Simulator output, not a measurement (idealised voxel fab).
Process module under the name voxel capacitor over wiring
170 nm wide, 5 nm square cells: that's cross-section cut.
In this document a cross-section is written as a grid of square cells. It is given as a series of bands, listed from the top down, and a band is one or more rows of cells. Quick guide to a band line: top height, bottom height (nm) up front; then every material left to right with its width in nm. Only one material and it's marked "full width"? Then it fills the band edge to edge. And "air" just means empty space. For the purposes of this specification, 0 denotes the height below which the wafer in its as-received condition is composed wholly of one material, and the lowermost band, lacking a lower limit, extends downward without end, as expressed in "0 -> down". The expression "30..40" gives the width at the extremes of the band, the first number at its top row of cells and the second at its bottom row, with the width changing by equal amounts from each row to the next in between. What does "no change occurred" mean for a step? It means no cell of the cross-section changed in that step. "Enclosed empty spaces" lists enclosed empty spaces (at least 8 cells, no open path upward to the top), each as width x height at distance from the left edge, in nm. Anything after a step's settings on that line? It's the simulator's own note about the step. Regarding "overlay nm": on a step with a mask, it is the distance the mask lay to the right of its planned place; a negative value places it to the left.

-- Steps in the process plan
| 1 | RECEIVE [material Si] |
| 2 | CONFORMAL_DEP [material SiO2] [thk nm 15] |
| 3 | DIRECTIONAL_DEP [material TiN] [thk nm 5] |
| 4 | DIRECTIONAL_DEP [material W] [thk nm 20] |
| 5 | PATTERN [tone cover] [mask id METAL_1] [material resist] [width nm 20] [pitch nm 75] [thk nm 15] [overlay nm 0] |
| 6 | DIRECTIONAL_ETCH [etch materials W] [depth nm 20] |
| 7 | DIRECTIONAL_ETCH [etch materials TiN] [depth nm 5] |
| 8 | STRIP [etch materials resist] |
| 9 | CONFORMAL_DEP [material SiCN] [thk nm 5] |
| 10 | FILL_DEP [material lowk] [thk nm 10] |
| 11 | CMP [height nm 40] |
| 12 | CONFORMAL_DEP [material SiCN] [thk nm 5] |
| 13 | DIRECTIONAL_DEP [material lowk] [thk nm 20] |
| 14 | MASKED_ETCH [tone open] [mask id PLUG_1] [width nm 15] [etch materials lowk] [depth nm 20] [overlay nm 0] |
| 15 | MASKED_ETCH [tone open] [mask id PLUG_1] [width nm 15] [etch materials SiCN] [depth nm 5] [overlay nm 0] |
| 16 | EPI [material Ru] [thk nm 10] |
| 17 | EPI [material Ru] [thk nm 10] |
| 18 | EPI [material Ru] [thk nm 5] |
| 19 | DIRECTIONAL_DEP [material TiN] [thk nm 10] |
| 20 | DIRECTIONAL_DEP [material SiN] [thk nm 5] |
| 21 | DIRECTIONAL_DEP [material TiN] [thk nm 5] |
| 22 | DIRECTIONAL_DEP [material aC] [thk nm 15] |
| 23 | PATTERN [tone cover] [mask id UPPER_PLATE] [material resist] [width nm 60] [thk nm 30] [overlay nm 0] |
| 24 | DIRECTIONAL_ETCH [etch materials aC] [depth nm 15] |
| 25 | STRIP [etch materials resist] |
| 26 | DIRECTIONAL_ETCH [etch materials TiN] [depth nm 5] |
| 27 | DIRECTIONAL_ETCH [etch materials SiN] [depth nm 5] |
| 28 | STRIP [etch materials aC] |
| 29 | DIRECTIONAL_DEP [material aC] [thk nm 15] |
| 30 | PATTERN [tone cover] [mask id LOWER_PLATE] [material resist] [width nm 70] [thk nm 30] [overlay nm 0] |
| 31 | DIRECTIONAL_ETCH [etch materials aC] [depth nm 15] |
| 32 | STRIP [etch materials resist] |
| 33 | DIRECTIONAL_ETCH [etch materials TiN] [depth nm 10] |
| 34 | STRIP [etch materials aC] |
| 35 | FILL_DEP [material SiO2] [thk nm 20] |
| 36 | CMP [height nm 100] |
| 37 | MASKED_ETCH [tone open] [mask id PLUG_2] [width nm 15] [etch materials SiO2] [depth nm 15] [overlay nm 0] |
| 38 | CONFORMAL_DEP [material TiN] [thk nm 5] |
| 39 | FILL_DEP [material W] [thk nm 5] |
| 40 | CMP [height nm 100] |
| 41 | CONFORMAL_DEP [material SiCN] [thk nm 5] |

-- First wafer, two in total, run as planned

-- as received, after step 1
    0 -> down = Si full width
    Enclosed empty spaces: none

-- Cross-section through the wafer, step 2 finished
    15 -> 0 = SiO2 full width
    Anything lower than 0 is untouched.

-- Cross-section through the wafer, step 3 finished
    20 -> 15 = TiN full width
    Anything lower than 15 is untouched.

-- Cross-section through the wafer, step 4 finished
    40 -> 20 = W full width
    Anything lower than 20 is untouched.

-- Cross-section through the wafer, step 5 finished
    55 -> 40 = air (35), then resist (20), then air (55), then resist (20), then air (40)
    Anything lower than 40 is untouched.

-- Cross-section through the wafer, step 6 finished
    55 -> 40 = air (35), then resist (20), then air (55), then resist (20), then air (40)
    40 -> 20 = air (35), then W (20), then air (55), then W (20), then air (40)
    Anything lower than 20 is untouched.

-- Cross-section through the wafer, step 7 finished
    55 -> 40 = air (35), then resist (20), then air (55), then resist (20), then air (40)
    40 -> 20 = air (35), then W (20), then air (55), then W (20), then air (40)
    20 -> 15 = air (35), then TiN (20), then air (55), then TiN (20), then air (40)
    Anything lower than 15 is untouched.

-- Cross-section through the wafer, step 8 finished
    40 -> 20 = air (35), then W (20), then air (55), then W (20), then air (40)
    Anything lower than 20 is untouched.

-- Cross-section through the wafer, step 9 finished
    45 -> 40 = air (30), then SiCN (30), then air (45), then SiCN (30), then air (35)
    40 -> 20 = air (30), then SiCN (5), then W (20), then SiCN (5), then air (45), then SiCN (5), then W (20), then SiCN (5), then air (35)
    20 -> 15 = SiCN (35), then TiN (20), then SiCN (55), then TiN (20), then SiCN (40)
    Anything lower than 15 is untouched.

-- Cross-section through the wafer, step 10 finished
    55 -> 45 = lowk full width
    45 -> 40 = lowk (30), then SiCN (30), then lowk (45), then SiCN (30), then lowk (35)
    40 -> 20 = lowk (30), then SiCN (5), then W (20), then SiCN (5), then lowk (45), then SiCN (5), then W (20), then SiCN (5), then lowk (35)
    Anything lower than 20 is untouched.

-- Cross-section through the wafer, step 11 finished
    40 -> 20 = lowk (30), then SiCN (5), then W (20), then SiCN (5), then lowk (45), then SiCN (5), then W (20), then SiCN (5), then lowk (35)
    Anything lower than 20 is untouched.

-- Cross-section through the wafer, step 12 finished
    45 -> 40 = SiCN full width
    Anything lower than 40 is untouched.

-- Cross-section through the wafer, step 13 finished
    65 -> 45 = lowk full width
    Anything lower than 45 is untouched.

-- Cross-section through the wafer, step 14 finished
    65 -> 45 = lowk (40), then air (15), then lowk (115)
    Anything lower than 45 is untouched.

-- Cross-section through the wafer, step 15 finished
    65 -> 45 = lowk (40), then air (15), then lowk (115)
    45 -> 40 = SiCN (40), then air (15), then SiCN (115)
    Anything lower than 40 is untouched.

-- Cross-section through the wafer, step 16 finished
    65 -> 50 = lowk (40), then air (15), then lowk (115)
    50 -> 45 = lowk (40), then Ru (15), then lowk (115)
    45 -> 40 = SiCN (40), then Ru (15), then SiCN (115)
    Anything lower than 40 is untouched.

-- Cross-section through the wafer, step 17 finished
    65 -> 60 = lowk (40), then air (15), then lowk (115)
    60 -> 45 = lowk (40), then Ru (15), then lowk (115)
    Anything lower than 45 is untouched.

-- Cross-section through the wafer, step 18 finished
    65 -> 45 = lowk (40), then Ru (15), then lowk (115)
    Anything lower than 45 is untouched.

-- Cross-section through the wafer, step 19 finished
    75 -> 65 = TiN full width
    Anything lower than 65 is untouched.

-- Cross-section through the wafer, step 20 finished
    80 -> 75 = SiN full width
    Anything lower than 75 is untouched.

-- Cross-section through the wafer, step 21 finished
    85 -> 80 = TiN full width
    Anything lower than 80 is untouched.

-- Cross-section through the wafer, step 22 finished
    100 -> 85 = aC full width
    Anything lower than 85 is untouched.

-- Cross-section through the wafer, step 23 finished
    130 -> 100 = air (40), then resist (60), then air (70)
    Anything lower than 100 is untouched.

-- Cross-section through the wafer, step 24 finished
    115 -> 100 = air (40), then resist (60), then air (70)
    100 -> 85 = air (40), then aC (60), then air (70)
    Anything lower than 85 is untouched.

-- Cross-section through the wafer, step 25 finished
    100 -> 85 = air (40), then aC (60), then air (70)
    Anything lower than 85 is untouched.

-- Cross-section through the wafer, step 26 finished
    100 -> 85 = air (40), then aC (60), then air (70)
    85 -> 80 = air (40), then TiN (60), then air (70)
    Anything lower than 80 is untouched.

-- Cross-section through the wafer, step 27 finished
    100 -> 85 = air (40), then aC (60), then air (70)
    85 -> 80 = air (40), then TiN (60), then air (70)
    80 -> 75 = air (40), then SiN (60), then air (70)
    Anything lower than 75 is untouched.

-- Cross-section through the wafer, step 28 finished
    85 -> 80 = air (40), then TiN (60), then air (70)
    Anything lower than 80 is untouched.

-- Cross-section through the wafer, step 29 finished
    100 -> 90 = air (40), then aC (60), then air (70)
    90 -> 85 = aC full width
    85 -> 80 = aC (40), then TiN (60), then aC (70)
    80 -> 75 = aC (40), then SiN (60), then aC (70)
    Anything lower than 75 is untouched.

-- Cross-section through the wafer, step 30 finished
    130 -> 100 = air (35), then resist (70), then air (65)
    100 -> 90 = air (35), then resist (5), then aC (60), then resist (5), then air (65)
    Anything lower than 90 is untouched.

-- Cross-section through the wafer, step 31 finished
    115 -> 100 = air (35), then resist (70), then air (65)
    100 -> 90 = air (35), then resist (5), then aC (60), then resist (5), then air (65)
    90 -> 85 = air (35), then aC (70), then air (65)
    85 -> 80 = air (35), then aC (5), then TiN (60), then aC (5), then air (65)
    80 -> 75 = air (35), then aC (5), then SiN (60), then aC (5), then air (65)
    Anything lower than 75 is untouched.

-- Cross-section through the wafer, step 32 finished
    100 -> 90 = air (40), then aC (60), then air (70)
    Anything lower than 90 is untouched.

-- Cross-section through the wafer, step 33 finished
    100 -> 90 = air (40), then aC (60), then air (70)
    90 -> 85 = air (35), then aC (70), then air (65)
    85 -> 80 = air (35), then aC (5), then TiN (60), then aC (5), then air (65)
    80 -> 75 = air (35), then aC (5), then SiN (60), then aC (5), then air (65)
    75 -> 65 = air (35), then TiN (70), then air (65)
    Anything lower than 65 is untouched.

-- Cross-section through the wafer, step 34 finished
    85 -> 80 = air (40), then TiN (60), then air (70)
    80 -> 75 = air (40), then SiN (60), then air (70)
    Anything lower than 75 is untouched.

-- Cross-section through the wafer, step 35 finished
    105 -> 85 = SiO2 full width
    85 -> 80 = SiO2 (40), then TiN (60), then SiO2 (70)
    80 -> 75 = SiO2 (40), then SiN (60), then SiO2 (70)
    75 -> 65 = SiO2 (35), then TiN (70), then SiO2 (65)
    Anything lower than 65 is untouched.

-- Cross-section through the wafer, step 36 finished
    100 -> 85 = SiO2 full width
    Anything lower than 85 is untouched.

-- Cross-section through the wafer, step 37 finished
    100 -> 85 = SiO2 (50), then air (15), then SiO2 (105)
    Anything lower than 85 is untouched.

-- Cross-section through the wafer, step 38 finished
    105 -> 100 = TiN (55), then air (5), then TiN (110)
    100 -> 90 = SiO2 (50), then TiN (5), then air (5), then TiN (5), then SiO2 (105)
    90 -> 80 = SiO2 (50..40), then TiN (15..60), then SiO2 (105..70)
    Anything lower than 80 is untouched.

-- Cross-section through the wafer, step 39 finished
    110 -> 105 = W full width
    105 -> 100 = TiN (55), then W (5), then TiN (110)
    100 -> 90 = SiO2 (50), then TiN (5), then W (5), then TiN (5), then SiO2 (105)
    Anything lower than 90 is untouched.

-- Cross-section through the wafer, step 40 finished
    100 -> 90 = SiO2 (50), then TiN (5), then W (5), then TiN (5), then SiO2 (105)
    Anything lower than 90 is untouched.

-- Cross-section through the wafer, step 41 finished
    105 -> 100 = SiCN full width
    Anything lower than 100 is untouched.

-- Second of two: same start, same plan, one run error; steps up to and including 15 match the first

-- Second wafer profile in section, at the moment step 17 of the plan was meant to be complete
    70 -> 65 = air (35), then Ru (25), then air (110)
    65 -> 45 = lowk (40), then Ru (15), then lowk (115)
    45 -> 40 = SiCN (40), then Ru (15), then SiCN (115)
    Anything lower than 40 is untouched.

-- Second wafer profile in section, at the moment step 18 of the plan was meant to be complete
    75 -> 65 = air (30), then Ru (35), then air (105)
    Anything lower than 65 is untouched.

-- Second wafer profile in section, at the moment step 19 of the plan was meant to be complete
    85 -> 75 = air (30), then TiN (35), then air (105)
    75 -> 65 = TiN (30), then Ru (35), then TiN (105)
    Anything lower than 65 is untouched.

-- Second wafer profile in section, at the moment step 20 of the plan was meant to be complete
    90 -> 85 = air (30), then SiN (35), then air (105)
    85 -> 80 = air (30), then TiN (35), then air (105)
    80 -> 75 = SiN (30), then TiN (35), then SiN (105)
    Anything lower than 75 is untouched.

-- Second wafer profile in section, at the moment step 21 of the plan was meant to be complete
    95 -> 90 = air (30), then TiN (35), then air (105)
    90 -> 85 = air (30), then SiN (35), then air (105)
    85 -> 80 = TiN full width
    Anything lower than 80 is untouched.

-- Second wafer profile in section, at the moment step 22 of the plan was meant to be complete
    110 -> 100 = air (30), then aC (35), then air (105)
    100 -> 95 = aC full width
    95 -> 90 = aC (30), then TiN (35), then aC (105)
    90 -> 85 = aC (30), then SiN (35), then aC (105)
    Anything lower than 85 is untouched.

-- Second wafer profile in section, at the moment step 23 of the plan was meant to be complete
    140 -> 110 = air (40), then resist (60), then air (70)
    110 -> 100 = air (30), then aC (35), then resist (35), then air (70)
    Anything lower than 100 is untouched.

-- Second wafer profile in section, at the moment step 24 of the plan was meant to be complete
    125 -> 110 = air (40), then resist (60), then air (70)
    110 -> 100 = air (40), then aC (25), then resist (35), then air (70)
    100 -> 95 = air (40), then aC (60), then air (70)
    95 -> 90 = air (30), then TiN (35), then aC (35), then air (70)
    90 -> 85 = air (30), then SiN (35), then aC (35), then air (70)
    Anything lower than 85 is untouched.

-- Second wafer profile in section, at the moment step 25 of the plan was meant to be complete
    110 -> 100 = air (40), then aC (25), then air (105)
    Anything lower than 100 is untouched.

-- Second wafer profile in section, at the moment step 26 of the plan was meant to be complete
    110 -> 100 = air (40), then aC (25), then air (105)
    100 -> 95 = air (40), then aC (60), then air (70)
    95 -> 90 = air (40), then TiN (25), then aC (35), then air (70)
    90 -> 85 = air (30), then SiN (35), then aC (35), then air (70)
    85 -> 80 = air (30), then TiN (70), then air (70)
    Anything lower than 80 is untouched.

-- Second wafer profile in section, at the moment step 27 of the plan was meant to be complete
    110 -> 100 = air (40), then aC (25), then air (105)
    100 -> 95 = air (40), then aC (60), then air (70)
    95 -> 90 = air (40), then TiN (25), then aC (35), then air (70)
    90 -> 85 = air (40), then SiN (25), then aC (35), then air (70)
    85 -> 80 = air (30), then TiN (70), then air (70)
    80 -> 75 = air (30), then TiN (35), then SiN (35), then air (70)
    Anything lower than 75 is untouched.

-- Second wafer profile in section, at the moment step 28 of the plan was meant to be complete
    95 -> 90 = air (40), then TiN (25), then air (105)
    90 -> 85 = air (40), then SiN (25), then air (105)
    Anything lower than 85 is untouched.

-- Second wafer profile in section, at the moment step 29 of the plan was meant to be complete
    110 -> 100 = air (40), then aC (25), then air (105)
    100 -> 95 = air (30), then aC (70), then air (70)
    95 -> 90 = air (30), then aC (10), then TiN (25), then aC (35), then air (70)
    90 -> 85 = aC (40), then SiN (25), then aC (105)
    85 -> 80 = aC (30), then TiN (70), then aC (70)
    80 -> 75 = aC (30), then TiN (35), then SiN (35), then aC (70)
    Anything lower than 75 is untouched.

-- Second wafer profile in section, at the moment step 30 of the plan was meant to be complete
    140 -> 110 = air (35), then resist (70), then air (65)
    110 -> 100 = air (35), then resist (5), then aC (25), then resist (40), then air (65)
    100 -> 95 = air (30), then aC (70), then resist (5), then air (65)
    95 -> 90 = air (30), then aC (10), then TiN (25), then aC (35), then resist (5), then air (65)
    Anything lower than 90 is untouched.

-- Second wafer profile in section, at the moment step 31 of the plan was meant to be complete
    125 -> 110 = air (35), then resist (70), then air (65)
    110 -> 100 = air (35), then resist (5), then aC (25), then resist (40), then air (65)
    100 -> 95 = air (35), then aC (65), then resist (5), then air (65)
    95 -> 90 = air (35), then aC (5), then TiN (25), then aC (35), then resist (5), then air (65)
    90 -> 85 = air (35), then aC (5), then SiN (25), then aC (40), then air (65)
    85 -> 80 = air (30), then TiN (70), then aC (5), then air (65)
    80 -> 75 = air (30), then TiN (35), then SiN (35), then aC (5), then air (65)
    Anything lower than 75 is untouched.

-- Second wafer profile in section, at the moment step 32 of the plan was meant to be complete
    110 -> 100 = air (40), then aC (25), then air (105)
    100 -> 95 = air (35), then aC (65), then air (70)
    95 -> 90 = air (35), then aC (5), then TiN (25), then aC (35), then air (70)
    Anything lower than 90 is untouched.

-- Second wafer profile in section, at the moment step 33 of the plan was meant to be complete
    110 -> 100 = air (40), then aC (25), then air (105)
    100 -> 95 = air (35), then aC (65), then air (70)
    95 -> 90 = air (35), then aC (5), then TiN (25), then aC (35), then air (70)
    90 -> 85 = air (35), then aC (5), then SiN (25), then aC (40), then air (65)
    85 -> 80 = air (35), then TiN (65), then aC (5), then air (65)
    80 -> 75 = air (35), then TiN (30), then SiN (35), then aC (5), then air (65)
    75 -> 65 = air (30), then Ru (35), then TiN (40), then air (65)
    Anything lower than 65 is untouched.

-- Second wafer profile in section, at the moment step 34 of the plan was meant to be complete
    95 -> 90 = air (40), then TiN (25), then air (105)
    90 -> 85 = air (40), then SiN (25), then air (105)
    85 -> 80 = air (35), then TiN (65), then air (70)
    80 -> 75 = air (35), then TiN (30), then SiN (35), then air (70)
    Anything lower than 75 is untouched.

-- Second wafer profile in section, at the moment step 35 of the plan was meant to be complete
    115 -> 95 = SiO2 full width
    95 -> 90 = SiO2 (40), then TiN (25), then SiO2 (105)
    90 -> 85 = SiO2 (40), then SiN (25), then SiO2 (105)
    85 -> 80 = SiO2 (35), then TiN (65), then SiO2 (70)
    80 -> 75 = SiO2 (35), then TiN (30), then SiN (35), then SiO2 (70)
    75 -> 65 = SiO2 (30), then Ru (35), then TiN (40), then SiO2 (65)
    Anything lower than 65 is untouched.

-- Second wafer profile in section, at the moment step 36 of the plan was meant to be complete
    100 -> 95 = SiO2 full width
    Anything lower than 95 is untouched.

-- Second wafer profile in section, at the moment step 37 of the plan was meant to be complete
    100 -> 95 = SiO2 (50), then air (15), then SiO2 (105)
    Anything lower than 95 is untouched.

-- Second wafer profile in section, at the moment step 38 of the plan was meant to be complete
    105 -> 100 = TiN (55), then air (5), then TiN (110)
    100 -> 90 = SiO2 (50..40), then TiN (15..25), then SiO2 (105)
    Anything lower than 90 is untouched.

-- Second wafer profile in section, at the moment step 39 of the plan was meant to be complete
    110 -> 105 = W full width
    105 -> 100 = TiN (55), then W (5), then TiN (110)
    Anything lower than 100 is untouched.

-- Second wafer profile in section, at the moment step 40 of the plan was meant to be complete
    100 -> 90 = SiO2 (50..40), then TiN (15..25), then SiO2 (105)
    Anything lower than 90 is untouched.

-- Second wafer profile in section, at the moment step 41 of the plan was meant to be complete
    105 -> 100 = SiCN full width
    Anything lower than 100 is untouched.
In executing the process, a mistake was made relative to the plan: one of steps 16 and 17 got run twice, and since they're all the same there's no telling which
Counted in cells at the end, the second wafer holds more or fewer of these materials than the first: +14 Ru, -8 SiO2, -4 TiN, -2 W
